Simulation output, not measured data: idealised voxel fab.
The document below concerns the process module designated voxel self aligned vias.
We display cut, a cross-section 290 nm in width whose square cells are each 5 nm.
If you're reading a cross-section in this doc, picture square cells in a grid; it comes to you as bands, top ones listed first down to the bottom, and a band can be one or more rows of cells.
Band entry format. Leading values: height of top, height of bottom, nm. Remainder: materials in left-to-right order, each with its width in nm. Special words: "edge to edge" on a single material, which then fills the band edge to edge; "empty", empty space.
Heads up on the height convention: 0 is the point under which the incoming wafer is all one material, and the lowest band has no bottom, it just keeps going down, like "0 nm and below".
Quick explanation for "30->40": the width changes in equal steps down the rows of cells, from the first number in the band's top row to the second number in its bottom row.
Basically "no change" means that step didn't change any cell in the cross-section.
"Trapped voids": sealed empty spaces, 8 cells or more, no open way to top, listed width x height at distance, with distance from the left edge and width, height and distance in nm.
Heads up: the bit after the settings on a step's line is the simulator's remark on that step.
Each step line may optionally specify "overlay nm", which for a step with a mask gives the rightward distance between the mask's planned place and where it lay, a negative value indicating the leftward direction.
### Planned step list for the process
1: op RECEIVE | material Si
2: op CONFORMAL_DEP | material SiO2 | thk nm 10
3: op CONFORMAL_DEP | material SiCN | thk nm 5
4: op DIRECTIONAL_DEP | material lowk | thk nm 30
5: op DIRECTIONAL_DEP | material aC | thk nm 10
6: op PATTERN | tone open | mask id LINES | material resist | width nm 30 | pitch nm 80 | thk nm 25 | overlay nm 0
7: op DIRECTIONAL_ETCH | etch materials aC | depth nm 10
8: op STRIP | etch materials resist
9: op DIRECTIONAL_ETCH | etch materials lowk | depth nm 30
10: op STRIP | etch materials aC
11: op CONFORMAL_DEP | material TiN | thk nm 5
12: op FILL_DEP | material Ru | thk nm 5
13: op CMP | height nm 45
14: op SELECTIVE_ETCH | etch materials W Ru TiN | depth nm 10
15: op FILL_DEP | material SiN | thk nm 5
16: op CMP | height nm 45
17: op DIRECTIONAL_DEP | material lowk | thk nm 15
18: op DIRECTIONAL_DEP | material aC | thk nm 15
19: op PATTERN | tone open | mask id VIAS | material resist | width nm 50 | pitch nm 80 | thk nm 35 | overlay nm 0
20: op DIRECTIONAL_ETCH | etch materials aC | depth nm 15
21: op STRIP | etch materials resist
22: op DIRECTIONAL_ETCH | etch materials lowk | depth nm 15
23: op DIRECTIONAL_ETCH | etch materials SiN | depth nm 10
24: op STRIP | etch materials aC
25: op CONFORMAL_DEP | material TiN | thk nm 5
26: op FILL_DEP | material Ru | thk nm 5
27: op CMP | height nm 60
28: op CONFORMAL_DEP | material SiCN | thk nm 5
### Of two wafers, the first: run according to plan
### The cross-section here shows the wafer as received, i.e. in its state after step 1
- 0 nm and below | Si edge to edge
- Trapped voids: none
### Once step 2 is through, the wafer looks like this in cross-section
- 10 nm to 0 nm | SiO2 edge to edge
- Whatever lies below 0 is exactly as it was before.
### Once step 3 is through, the wafer looks like this in cross-section
- 15 nm to 10 nm | SiCN edge to edge
- Whatever lies below 10 is exactly as it was before.
### Once step 4 is through, the wafer looks like this in cross-section
- 45 nm to 15 nm | lowk edge to edge
- Whatever lies below 15 is exactly as it was before.
### Once step 5 is through, the wafer looks like this in cross-section
- 55 nm to 45 nm | aC edge to edge
- Whatever lies below 45 is exactly as it was before.
### Once step 6 is through, the wafer looks like this in cross-section
- 80 nm to 55 nm | resist (90)  empty (30)  resist (50)  empty (30)  resist (90)
- Whatever lies below 55 is exactly as it was before.
### Once step 7 is through, the wafer looks like this in cross-section
- 70 nm to 55 nm | resist (90)  empty (30)  resist (50)  empty (30)  resist (90)
- 55 nm to 45 nm | aC (90)  empty (30)  aC (50)  empty (30)  aC (90)
- Whatever lies below 45 is exactly as it was before.
### Once step 8 is through, the wafer looks like this in cross-section
- 55 nm to 45 nm | aC (90)  empty (30)  aC (50)  empty (30)  aC (90)
- Whatever lies below 45 is exactly as it was before.
### Once step 9 is through, the wafer looks like this in cross-section
- 55 nm to 45 nm | aC (90)  empty (30)  aC (50)  empty (30)  aC (90)
- 45 nm to 15 nm | lowk (90)  empty (30)  lowk (50)  empty (30)  lowk (90)
- Whatever lies below 15 is exactly as it was before.
### Once step 10 is through, the wafer looks like this in cross-section
- 45 nm to 15 nm | lowk (90)  empty (30)  lowk (50)  empty (30)  lowk (90)
- Whatever lies below 15 is exactly as it was before.
### Once step 11 is through, the wafer looks like this in cross-section
- 50 nm to 45 nm | TiN (95)  empty (20)  TiN (60)  empty (20)  TiN (95)
- 45 nm to 20 nm | lowk (90)  TiN (5)  empty (20)  TiN (5)  lowk (50)  TiN (5)  empty (20)  TiN (5)  lowk (90)
- 20 nm to 15 nm | lowk (90)  TiN (30)  lowk (50)  TiN (30)  lowk (90)
- Whatever lies below 15 is exactly as it was before.
### Once step 12 is through, the wafer looks like this in cross-section
- 55 nm to 50 nm | Ru edge to edge
- 50 nm to 45 nm | TiN (95)  Ru (20)  TiN (60)  Ru (20)  TiN (95)
- 45 nm to 20 nm | lowk (90)  TiN (5)  Ru (20)  TiN (5)  lowk (50)  TiN (5)  Ru (20)  TiN (5)  lowk (90)
- Whatever lies below 20 is exactly as it was before.
### Once step 13 is through, the wafer looks like this in cross-section
- 45 nm to 20 nm | lowk (90)  TiN (5)  Ru (20)  TiN (5)  lowk (50)  TiN (5)  Ru (20)  TiN (5)  lowk (90)
- Whatever lies below 20 is exactly as it was before.
### Once step 14 is through, the wafer looks like this in cross-section
- 45 nm to 35 nm | lowk (90)  empty (30)  lowk (50)  empty (30)  lowk (90)
- Whatever lies below 35 is exactly as it was before.
### Once step 15 is through, the wafer looks like this in cross-section
- 50 nm to 45 nm | SiN edge to edge
- 45 nm to 35 nm | lowk (90)  SiN (30)  lowk (50)  SiN (30)  lowk (90)
- Whatever lies below 35 is exactly as it was before.
### Once step 16 is through, the wafer looks like this in cross-section
- 45 nm to 35 nm | lowk (90)  SiN (30)  lowk (50)  SiN (30)  lowk (90)
- Whatever lies below 35 is exactly as it was before.
### Once step 17 is through, the wafer looks like this in cross-section
- 60 nm to 45 nm | lowk edge to edge
- Whatever lies below 45 is exactly as it was before.
### Once step 18 is through, the wafer looks like this in cross-section
- 75 nm to 60 nm | aC edge to edge
- Whatever lies below 60 is exactly as it was before.
### Once step 19 is through, the wafer looks like this in cross-section
- 110 nm to 75 nm | resist (80)  empty (50)  resist (30)  empty (50)  resist (80)
- Whatever lies below 75 is exactly as it was before.
### Once step 20 is through, the wafer looks like this in cross-section
- 95 nm to 75 nm | resist (80)  empty (50)  resist (30)  empty (50)  resist (80)
- 75 nm to 60 nm | aC (80)  empty (50)  aC (30)  empty (50)  aC (80)
- Whatever lies below 60 is exactly as it was before.
### Once step 21 is through, the wafer looks like this in cross-section
- 75 nm to 60 nm | aC (80)  empty (50)  aC (30)  empty (50)  aC (80)
- Whatever lies below 60 is exactly as it was before.
### Once step 22 is through, the wafer looks like this in cross-section
- 75 nm to 60 nm | aC (80)  empty (50)  aC (30)  empty (50)  aC (80)
- 60 nm to 45 nm | lowk (80)  empty (50)  lowk (30)  empty (50)  lowk (80)
- Whatever lies below 45 is exactly as it was before.
### Once step 23 is through, the wafer looks like this in cross-section
- 75 nm to 60 nm | aC (80)  empty (50)  aC (30)  empty (50)  aC (80)
- 60 nm to 45 nm | lowk (80)  empty (50)  lowk (30)  empty (50)  lowk (80)
- 45 nm to 35 nm | lowk (90)  empty (30)  lowk (50)  empty (30)  lowk (90)
- Whatever lies below 35 is exactly as it was before.
### Once step 24 is through, the wafer looks like this in cross-section
- 60 nm to 45 nm | lowk (80)  empty (50)  lowk (30)  empty (50)  lowk (80)
- Whatever lies below 45 is exactly as it was before.
### Once step 25 is through, the wafer looks like this in cross-section
- 65 nm to 60 nm | TiN (85)  empty (40)  TiN (40)  empty (40)  TiN (85)
- 60 nm to 50 nm | lowk (80)  TiN (5)  empty (40)  TiN (5)  lowk (30)  TiN (5)  empty (40)  TiN (5)  lowk (80)
- 50 nm to 40 nm | lowk (80->90)  TiN (15->5)  empty (20)  TiN (15->5)  lowk (30->50)  TiN (15->5)  empty (20)  TiN (15->5)  lowk (80->90)
- 40 nm to 35 nm | lowk (90)  TiN (30)  lowk (50)  TiN (30)  lowk (90)
- Whatever lies below 35 is exactly as it was before.
### Once step 26 is through, the wafer looks like this in cross-section
- 70 nm to 65 nm | Ru edge to edge
- 65 nm to 60 nm | TiN (85)  Ru (40)  TiN (40)  Ru (40)  TiN (85)
- 60 nm to 50 nm | lowk (80)  TiN (5)  Ru (40)  TiN (5)  lowk (30)  TiN (5)  Ru (40)  TiN (5)  lowk (80)
- 50 nm to 40 nm | lowk (80->90)  TiN (15->5)  Ru (20)  TiN (15->5)  lowk (30->50)  TiN (15->5)  Ru (20)  TiN (15->5)  lowk (80->90)
- Whatever lies below 40 is exactly as it was before.
### Once step 27 is through, the wafer looks like this in cross-section
- 60 nm to 50 nm | lowk (80)  TiN (5)  Ru (40)  TiN (5)  lowk (30)  TiN (5)  Ru (40)  TiN (5)  lowk (80)
- Whatever lies below 50 is exactly as it was before.
### Once step 28 is through, the wafer looks like this in cross-section
- 65 nm to 60 nm | SiCN edge to edge
- Whatever lies below 60 is exactly as it was before.
### Now the other wafer: same start, same recipe, but we messed up one thing when running it. Up to and including step 2 it's the same as the first one
### The second wafer cut through, at the time step 3 was supposed to be finished
- 40 nm to 10 nm | lowk edge to edge
- Whatever lies below 10 is exactly as it was before.
### The second wafer cut through, at the time step 4 was supposed to be finished
- 45 nm to 40 nm | SiCN edge to edge
- Whatever lies below 40 is exactly as it was before.
### The second wafer cut through, at the time step 5 was supposed to be finished
- 55 nm to 45 nm | aC edge to edge
- Whatever lies below 45 is exactly as it was before.
### The second wafer cut through, at the time step 6 was supposed to be finished
- 80 nm to 55 nm | resist (90)  empty (30)  resist (50)  empty (30)  resist (90)
- Whatever lies below 55 is exactly as it was before.
### The second wafer cut through, at the time step 7 was supposed to be finished
- 70 nm to 55 nm | resist (90)  empty (30)  resist (50)  empty (30)  resist (90)
- 55 nm to 45 nm | aC (90)  empty (30)  aC (50)  empty (30)  aC (90)
- Whatever lies below 45 is exactly as it was before.
### The second wafer cut through, at the time step 8 was supposed to be finished
- 55 nm to 45 nm | aC (90)  empty (30)  aC (50)  empty (30)  aC (90)
- Whatever lies below 45 is exactly as it was before.
The second wafer cut through, at the time step 9 was supposed to be finished: no change
### The second wafer cut through, at the time step 10 was supposed to be finished
- 45 nm to 40 nm | SiCN edge to edge
- Whatever lies below 40 is exactly as it was before.
### The second wafer cut through, at the time step 11 was supposed to be finished
- 50 nm to 45 nm | TiN edge to edge
- Whatever lies below 45 is exactly as it was before.
### The second wafer cut through, at the time step 12 was supposed to be finished
- 55 nm to 50 nm | Ru edge to edge
- Whatever lies below 50 is exactly as it was before.
### The second wafer cut through, at the time step 13 was supposed to be finished
- 45 nm to 40 nm | SiCN edge to edge
- Whatever lies below 40 is exactly as it was before.
The second wafer cut through, at the time step 14 was supposed to be finished: no change
### The second wafer cut through, at the time step 15 was supposed to be finished
- 50 nm to 45 nm | SiN edge to edge
- Whatever lies below 45 is exactly as it was before.
### The second wafer cut through, at the time step 16 was supposed to be finished
- 45 nm to 40 nm | SiCN edge to edge
- Whatever lies below 40 is exactly as it was before.
### The second wafer cut through, at the time step 17 was supposed to be finished
- 60 nm to 45 nm | lowk edge to edge
- Whatever lies below 45 is exactly as it was before.
### The second wafer cut through, at the time step 18 was supposed to be finished
- 75 nm to 60 nm | aC edge to edge
- Whatever lies below 60 is exactly as it was before.
### The second wafer cut through, at the time step 19 was supposed to be finished
- 110 nm to 75 nm | resist (80)  empty (50)  resist (30)  empty (50)  resist (80)
- Whatever lies below 75 is exactly as it was before.
### The second wafer cut through, at the time step 20 was supposed to be finished
- 95 nm to 75 nm | resist (80)  empty (50)  resist (30)  empty (50)  resist (80)
- 75 nm to 60 nm | aC (80)  empty (50)  aC (30)  empty (50)  aC (80)
- Whatever lies below 60 is exactly as it was before.
### The second wafer cut through, at the time step 21 was supposed to be finished
- 75 nm to 60 nm | aC (80)  empty (50)  aC (30)  empty (50)  aC (80)
- Whatever lies below 60 is exactly as it was before.
### The second wafer cut through, at the time step 22 was supposed to be finished
- 75 nm to 60 nm | aC (80)  empty (50)  aC (30)  empty (50)  aC (80)
- 60 nm to 45 nm | lowk (80)  empty (50)  lowk (30)  empty (50)  lowk (80)
- Whatever lies below 45 is exactly as it was before.
The second wafer cut through, at the time step 23 was supposed to be finished: no change
### The second wafer cut through, at the time step 24 was supposed to be finished
- 60 nm to 45 nm | lowk (80)  empty (50)  lowk (30)  empty (50)  lowk (80)
- Whatever lies below 45 is exactly as it was before.
### The second wafer cut through, at the time step 25 was supposed to be finished
- 65 nm to 60 nm | TiN (85)  empty (40)  TiN (40)  empty (40)  TiN (85)
- 60 nm to 50 nm | lowk (80)  TiN (5)  empty (40)  TiN (5)  lowk (30)  TiN (5)  empty (40)  TiN (5)  lowk (80)
- 50 nm to 45 nm | lowk (80)  TiN (50)  lowk (30)  TiN (50)  lowk (80)
- Whatever lies below 45 is exactly as it was before.
### The second wafer cut through, at the time step 26 was supposed to be finished
- 70 nm to 65 nm | Ru edge to edge
- 65 nm to 60 nm | TiN (85)  Ru (40)  TiN (40)  Ru (40)  TiN (85)
- 60 nm to 50 nm | lowk (80)  TiN (5)  Ru (40)  TiN (5)  lowk (30)  TiN (5)  Ru (40)  TiN (5)  lowk (80)
- Whatever lies below 50 is exactly as it was before.
### The second wafer cut through, at the time step 27 was supposed to be finished
- 60 nm to 50 nm | lowk (80)  TiN (5)  Ru (40)  TiN (5)  lowk (30)  TiN (5)  Ru (40)  TiN (5)  lowk (80)
- Whatever lies below 50 is exactly as it was before.
### The second wafer cut through, at the time step 28 was supposed to be finished
- 65 nm to 60 nm | SiCN edge to edge
- Whatever lies below 60 is exactly as it was before.
Diagnosis: steps 3 and 4 run out of order (swapped)
End of process, cell counts, second wafer against first, materials with more or fewer: -40 Ru; -32 TiN; +72 lowk
